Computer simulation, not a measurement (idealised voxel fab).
process module | voxel trench capacitor
cross-section cut | 150 nm wide | cells 5 nm
A cross-section is a grid of square cells, given in bands from the top down. A band is one or more rows of cells.
Each band's line starts with the height of the band's top and of its bottom, in nm. Then come its materials from left to right, each with its width in nm. One material with "throughout" fills the band from edge to edge. "air" is empty space.
Height 0 is the level under which the wafer as received is all one material. The lowest band goes on downwards, as in "0 down".
A width such as "30 to 40" changes by the same amount from each row of cells to the next, from the band's top row to its bottom row.
"no change" after a step means that no cell of the cross-section changed.
closed voids: empty space of 8 cells or more with no open way to the top, each as width x height at its distance from the left edge, in nm
after a step's settings: what the simulator itself notes on the step
overlay nm, on a step with a mask: how far to the right of its planned place the mask lay; to the left if negative
plan
1 op RECEIVE | material Si
2 op CONFORMAL_DEP | material SiN | thk nm 5
3 op PATTERN | tone open | mask id TRENCH | material resist | width nm 20 | pitch nm 40 | thk nm 15 | overlay nm 0
4 op DIRECTIONAL_ETCH | etch materials SiN | depth nm 5
5 op DIRECTIONAL_ETCH | etch materials Si | depth nm 35
6 op STRIP | etch materials resist
7 op CONFORMAL_DEP | material SiO2 | thk nm 5
8 op FILL_DEP | material polySi | thk nm 5
9 op CMP | height nm -5
varied across the wafers: height nm of step 9. The plan shows the first wafer's value. All wafers start alike
first wafer as received, after step 1
  0 down: Si throughout
  closed voids: none
each wafer at the end: cells of each material gained (+) or lost (-) since it was received, then its closed voids
height nm -5 | -102 Si | +42 SiO2 | +30 polySi | closed voids: none
height nm 0 | -84 Si | +48 SiO2 | +36 polySi | closed voids: none
height nm 5 | -84 Si | +18 SiN | +54 SiO2 | +42 polySi | closed voids: none
height nm 10 | -84 Si | +18 SiN | +78 SiO2 | +48 polySi | closed voids: none
height nm 15 | -84 Si | +18 SiN | +78 SiO2 | +78 polySi | closed voids: none
